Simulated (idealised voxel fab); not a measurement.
process module | voxel double patterning
cross-section cut | 255 nm wide | cells 5 nm
A cross-section is a grid of square cells, given in bands from the top down. A band is one or more rows of cells.
Each band's line starts with the height of the band's top and of its bottom, in nm. Then come its materials from left to right, each with its width in nm. One material with "throughout" fills the band from edge to edge. "air" is empty space.
Height 0 is the level under which the wafer as received is all one material. The lowest band goes on downwards, as in "0 down".
A width such as "30 to 40" changes by the same amount from each row of cells to the next, from the band's top row to its bottom row.
"no change" after a step means that no cell of the cross-section changed.
closed voids: empty space of 8 cells or more with no open way to the top, each as width x height at its distance from the left edge, in nm
after a step's settings: what the simulator itself notes on the step
overlay nm, on a step with a mask: how far to the right of its planned place the mask lay; to the left if negative
plan
1 op RECEIVE | material Si
2 op CONFORMAL_DEP | material SiO2 | thk nm 5
3 op DIRECTIONAL_DEP | material polySi | thk nm 10
4 op DIRECTIONAL_DEP | material SiN | thk nm 5
5 op PATTERN | tone open | mask id FIRST | material resist | width nm 15 | pitch nm 50 | thk nm 20 | overlay nm 0
6 op DIRECTIONAL_ETCH | etch materials SiN | depth nm 5
7 op STRIP | etch materials resist
8 op DIRECTIONAL_DEP | material aC | thk nm 10
9 op PATTERN | tone open | mask id SECOND | material resist | width nm 15 | pitch nm 50 | thk nm 30 | overlay nm 0
10 op DIRECTIONAL_ETCH | etch materials aC | depth nm 10
11 op STRIP | etch materials resist
12 op DIRECTIONAL_ETCH | etch materials SiN | depth nm 5
13 op STRIP | etch materials aC
14 op DIRECTIONAL_ETCH | etch materials polySi | depth nm 10
15 op STRIP | etch materials SiN
as received, after step 1
  0 down: Si throughout
  closed voids: none
a wafer at the end: this start, this plan, one mistake
  15 to 5: polySi 70 | air 20 | polySi 5 | air 15 | polySi 10 | air 20 | polySi 5 | air 15 | polySi 10 | air 20 | polySi 65
  5 to 0: SiO2 throughout
  0 down: Si throughout
  closed voids: none
what went wrong: step 5 ran as: op PATTERN | tone open | mask id FIRST | material resist | width nm 20 | pitch nm 50 | thk nm 20 | overlay nm 0
